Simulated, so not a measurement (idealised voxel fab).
The process module that follows is named voxel double patterning.
The cross-section on display is named cut; it measures 255 nm wide, and its cells are 5 nm squares.
Bands, listed from the top down, are how a cross-section gets written in this document; the cross-section itself is a grid of square cells, and a band is one or more rows of them. Per band: top height and bottom height in nm, followed by the left-to-right materials and their widths in nm; "edge to edge" marks a single material spanning edge to edge, "air" marks empty space. A quick word on heights: they are counted from 0, and under that level the wafer as it came to us is one material throughout. The lowest band is different from the rest in having no bottom; it simply continues downward, written as in "0..down". Width spec "30->40" -> top row of cells at first value, bottom row at second value, equal per-row change in between. What does "everything unchanged" mean for a step? It means no cell of the cross-section changed in that step. So "Closed void register" is basically the list of trapped voids: any empty space of 8 cells or more that can't reach the top through an opening. They're written width x height at distance, the distance being from the left edge, and it's all nm. after a step's settings: what the simulator itself notes on the step. Regarding "overlay nm": on a step with a mask, it is the distance the mask lay to the right of its planned place; a negative value places it to the left.

## Intended process steps
| 1 | RECEIVE (material Si) |
| 2 | CONFORMAL_DEP (material SiO2; thk nm 5) |
| 3 | DIRECTIONAL_DEP (material TiN; thk nm 10) |
| 4 | DIRECTIONAL_DEP (material SiCN; thk nm 5) |
| 5 | PATTERN (tone open; mask id FIRST; material resist; width nm 15; pitch nm 50; thk nm 15; overlay nm 0) |
| 6 | DIRECTIONAL_ETCH (etch materials SiCN; depth nm 5) |
| 7 | STRIP (etch materials resist) |
| 8 | MASKED_ETCH (tone open; mask id SECOND; width nm 15; etch materials SiCN; depth nm 5; overlay nm 0) |
| 9 | DIRECTIONAL_ETCH (etch materials TiN; depth nm 10) |
| 10 | STRIP (etch materials SiCN) |
The plan's step 2 thk nm is the first wafer's value; the wafers differ in this setting and start identical.

## Cross-section: the first of several wafers in its as-received state, i.e. following step 1
0..down  Si edge to edge
Closed void register: none

## Below is a per-wafer table. In it, each row describes the wafer at the end of the module by giving, for each material, the number of cells gained (+) or lost (-) since the wafer was received, and after that the closed voids of the wafer
thk nm 5 | +51 SiO2 | +84 TiN | Closed void register: none
thk nm 10 | +102 SiO2 | +84 TiN | Closed void register: none
thk nm 15 | +153 SiO2 | +84 TiN | Closed void register: none
thk nm 20 | +204 SiO2 | +84 TiN | Closed void register: none
